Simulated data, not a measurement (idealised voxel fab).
process module | voxel transistor to metal
cross-section cut | 165 nm wide | cells 5 nm
A cross-section is a grid of square cells, given in bands from the top down. A band is one or more rows of cells.
Each band's line starts with the height of the band's top and of its bottom, in nm. Then come its materials from left to right, each with its width in nm. One material with "throughout" fills the band from edge to edge. "air" is empty space.
Height 0 is the level under which the wafer as received is all one material. The lowest band goes on downwards, as in "0 down".
A width such as "30 to 40" changes by the same amount from each row of cells to the next, from the band's top row to its bottom row.
"no change" after a step means that no cell of the cross-section changed.
closed voids: empty space of 8 cells or more with no open way to the top, each as width x height at its distance from the left edge, in nm
after a step's settings: what the simulator itself notes on the step
overlay nm, on a step with a mask: how far to the right of its planned place the mask lay; to the left if negative
plan
1 op RECEIVE | material Si
2 op OXIDIZE | depth nm 5
3 op CONFORMAL_DEP | material SiN | thk nm 15
4 op MASKED_ETCH | tone cover | mask id ACTIVE | width nm 105 | etch materials SiN | depth nm 15 | overlay nm 0
5 op MASKED_ETCH | tone cover | mask id ACTIVE | width nm 105 | etch materials SiO2 | depth nm 5 | overlay nm 0
6 op MASKED_ETCH | tone cover | mask id ACTIVE | width nm 105 | etch materials Si | depth nm 35 | overlay nm 0
7 op FILL_DEP | material SiO2 | thk nm 10
8 op CMP | height nm 15
9 op SELECTIVE_ETCH | etch materials SiO2 | depth nm 15
10 op STRIP | etch materials SiN
11 op SELECTIVE_ETCH | etch materials SiO2 | depth nm 5
12 op OXIDIZE | depth nm 5
13 op DIRECTIONAL_DEP | material polySi | thk nm 20
14 op DIRECTIONAL_DEP | material SiCN | thk nm 15
15 op PATTERN | tone cover | mask id GATE | material resist | width nm 15 | thk nm 15 | overlay nm 0
16 op DIRECTIONAL_ETCH | etch materials SiCN | depth nm 25
17 op DIRECTIONAL_ETCH | etch materials polySi | depth nm 30
18 op STRIP | etch materials resist
19 op CONFORMAL_DEP | material SiN | thk nm 5
20 op DIRECTIONAL_ETCH | etch materials SiN | depth nm 5
21 op DIRECTIONAL_ETCH | etch materials SiO2 | depth nm 5
22 op DIRECTIONAL_ETCH | etch materials Si | depth nm 15
23 op EPI | material SiGe | thk nm 15
24 op FILL_DEP | material SiO2 | thk nm 5
25 op CMP | height nm 30
26 op DIRECTIONAL_DEP | material SiO2 | thk nm 10
27 op DIRECTIONAL_DEP | material aC | thk nm 10
28 op PATTERN | tone open | mask id CONTACT | material resist | width nm 20 | pitch nm 75 | thk nm 25 | overlay nm 0
29 op DIRECTIONAL_ETCH | etch materials aC | depth nm 10
30 op STRIP | etch materials resist
31 op DIRECTIONAL_ETCH | etch materials SiO2 | depth nm 50
32 op STRIP | etch materials aC
33 op CONFORMAL_DEP | material TiN | thk nm 5
34 op FILL_DEP | material Ru | thk nm 5
35 op CMP | height nm 40
36 op DIRECTIONAL_DEP | material TiN | thk nm 5
37 op DIRECTIONAL_DEP | material Ru | thk nm 25
38 op PATTERN | tone cover | mask id METAL_1 | material resist | width nm 20 | pitch nm 75 | thk nm 15 | overlay nm 0
39 op DIRECTIONAL_ETCH | etch materials Ru | depth nm 25
40 op DIRECTIONAL_ETCH | etch materials TiN | depth nm 5
41 op STRIP | etch materials resist
42 op CONFORMAL_DEP | material SiCN | thk nm 5
43 op FILL_DEP | material SiO2 | thk nm 10
44 op CMP | height nm 70
45 op CONFORMAL_DEP | material SiN | thk nm 5
as received, after step 1
  0 down: Si throughout
  closed voids: none
a wafer at the end: this start, this plan, one mistake
  65 to 60: SiN throughout
  60 to 45: SiO2 30 | SiCN 5 | Ru 20 | SiCN 5 | SiO2 45 | SiCN 5 | Ru 20 | SiCN 5 | SiO2 30
  45 to 40: SiCN 35 | TiN 20 | SiCN 55 | TiN 20 | SiCN 35
  40 to 30: SiO2 35 | TiN 5 | Ru 10 | TiN 5 | SiO2 55 | TiN 5 | Ru 10 | TiN 5 | SiO2 35
  30 to 15: SiO2 35 | TiN 5 | Ru 10 | TiN 5 | SiO2 15 | SiN 5 | SiCN 15 | SiN 5 | SiO2 15 | TiN 5 | Ru 10 | TiN 5 | SiO2 35
  15 to 5: SiO2 35 | TiN 5 | Ru 10 | TiN 5 | SiO2 15 | SiN 5 | polySi 15 | SiN 5 | SiO2 15 | TiN 5 | Ru 10 | TiN 5 | SiO2 35
  5 to -5: SiO2 35 | TiN 5 | Ru 10 | TiN 5 | SiGe 15 | SiN 5 | polySi 15 | SiN 5 | SiGe 15 | TiN 5 | Ru 10 | TiN 5 | SiO2 35
  -5 to -10: SiO2 35 | TiN 20 | SiGe 15 | SiO2 25 | SiGe 15 | TiN 20 | SiO2 35
  -10 to -25: SiO2 30 | SiGe 40 | Si 25 | SiGe 40 | SiO2 30
  -25 to -40: SiO2 30 | Si 105 | SiO2 30
  -40 down: Si throughout
  closed voids: none
what went wrong: step 44 ran as: op CMP | height nm 60
